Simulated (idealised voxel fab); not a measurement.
Process module under the name voxel capacitor over wiring
Each square cell in cross-section cut measures 5 nm, and the section as a whole is 280 nm wide.
Cross-section spec: square-cell grid; bands listed top down; each band is one or more rows.
Heads up on the band format: heights come first, top then bottom, in nm. After that it's the materials left to right, each with its width in nm. A single material flagged "all across" fills the whole band edge to edge, and "air" means there's empty space there.
Height reference: 0 = level under which incoming wafer is all one material. Lowest band: no bottom, runs on downward, e.g. "0 nm and below".
Per-row width for "30->40": begins at first number (top row of band), ends at second number (bottom row), increment between rows held constant.
"left unchanged" -> step changed no cross-section cell.
If an empty space has no open way to the top and is at least 8 cells in size, "Fully enclosed voids" lists it, written width x height at distance, where distance is measured from the left edge and every value is in nm.
Text after the settings on a step's line: the simulator's own remark on that step.
For masked steps, "overlay nm" on the step line gives how far right of plan the mask actually lay; a minus sign means it lay to the left.
[Planned process steps]
1. op RECEIVE | material Si
2. op CONFORMAL_DEP | material SiO2 | thk nm 15
3. op CONFORMAL_DEP | material SiN | thk nm 5
4. op DIRECTIONAL_DEP | material lowk | thk nm 20
5. op PATTERN | tone open | mask id METAL_1 | material resist | width nm 30 | pitch nm 80 | thk nm 15 | overlay nm 0
6. op DIRECTIONAL_ETCH | etch materials lowk | depth nm 20
7. op DIRECTIONAL_ETCH | etch materials SiN | depth nm 5
8. op STRIP | etch materials resist
9. op CONFORMAL_DEP | material TiN | thk nm 5
10. op FILL_DEP | material W | thk nm 5
11. op CMP | height nm 40
12. op CONFORMAL_DEP | material SiCN | thk nm 5
13. op DIRECTIONAL_DEP | material SiO2 | thk nm 10
14. op DIRECTIONAL_DEP | material aC | thk nm 10
15. op PATTERN | tone open | mask id PLUG_1 | material resist | width nm 15 | thk nm 30 | overlay nm 0
16. op DIRECTIONAL_ETCH | etch materials aC | depth nm 10
17. op STRIP | etch materials resist
18. op DIRECTIONAL_ETCH | etch materials SiO2 | depth nm 10
19. op DIRECTIONAL_ETCH | etch materials SiCN | depth nm 5
20. op STRIP | etch materials aC
21. op CONFORMAL_DEP | material TiN | thk nm 5
22. op FILL_DEP | material Ru | thk nm 5
23. op CMP | height nm 55
24. op DIRECTIONAL_DEP | material TiN | thk nm 10
25. op DIRECTIONAL_DEP | material Al2O3 | thk nm 5
26. op DIRECTIONAL_DEP | material TiN | thk nm 5
27. op MASKED_ETCH | tone cover | mask id UPPER_PLATE | width nm 55 | etch materials TiN | depth nm 5 | overlay nm 0
28. op MASKED_ETCH | tone cover | mask id UPPER_PLATE | width nm 55 | etch materials Al2O3 | depth nm 5 | overlay nm 0
29. op PATTERN | tone cover | mask id LOWER_PLATE | material resist | width nm 65 | thk nm 15 | overlay nm 0
30. op DIRECTIONAL_ETCH | etch materials TiN | depth nm 10
31. op STRIP | etch materials resist
32. op FILL_DEP | material SiO2 | thk nm 15
33. op CMP | height nm 85
34. op PATTERN | tone open | mask id PLUG_2 | material resist | width nm 15 | thk nm 15 | overlay nm 0
35. op DIRECTIONAL_ETCH | etch materials SiO2 | depth nm 10
36. op STRIP | etch materials resist
37. op CONFORMAL_DEP | material TiN | thk nm 5
38. op FILL_DEP | material Cu | thk nm 5
39. op CMP | height nm 85
40. op CONFORMAL_DEP | material SiCN | thk nm 5
[Received-state cross-section, reflecting completion of step 1]
0 nm and below: Si all across
Fully enclosed voids: none
[Cross-sectional result after module completion. Note: starting condition and plan are unchanged from above; one processing mistake was made]
90 nm to 85 nm: SiCN all across
85 nm to 80 nm: SiO2=110 | TiN=5 | Cu=5 | TiN=5 | SiO2=155
80 nm to 70 nm: SiO2=110->100 | TiN=15->55 | SiO2=155->125
70 nm to 65 nm: SiO2=100 | Al2O3=55 | SiO2=125
65 nm to 55 nm: SiO2=95 | TiN=65 | SiO2=120
55 nm to 45 nm: SiO2=105 | TiN=5 | Ru=5 | TiN=5 | SiO2=160
45 nm to 40 nm: SiCN=105 | TiN=15 | SiCN=160
40 nm to 20 nm: lowk=85 | TiN=5 | W=20 | TiN=5 | lowk=50 | TiN=5 | W=20 | TiN=5 | lowk=85
20 nm to 15 nm: SiN=85 | TiN=30 | SiN=50 | TiN=30 | SiN=85
15 nm to 0 nm: SiO2 all across
0 nm and below: Si all across
Fully enclosed voids: none
Error vs. plan: step 15: run off-plan, actual operation and settings op PATTERN | tone open | mask id PLUG_1 | material resist | width nm 15 | thk nm 30 | overlay nm 5
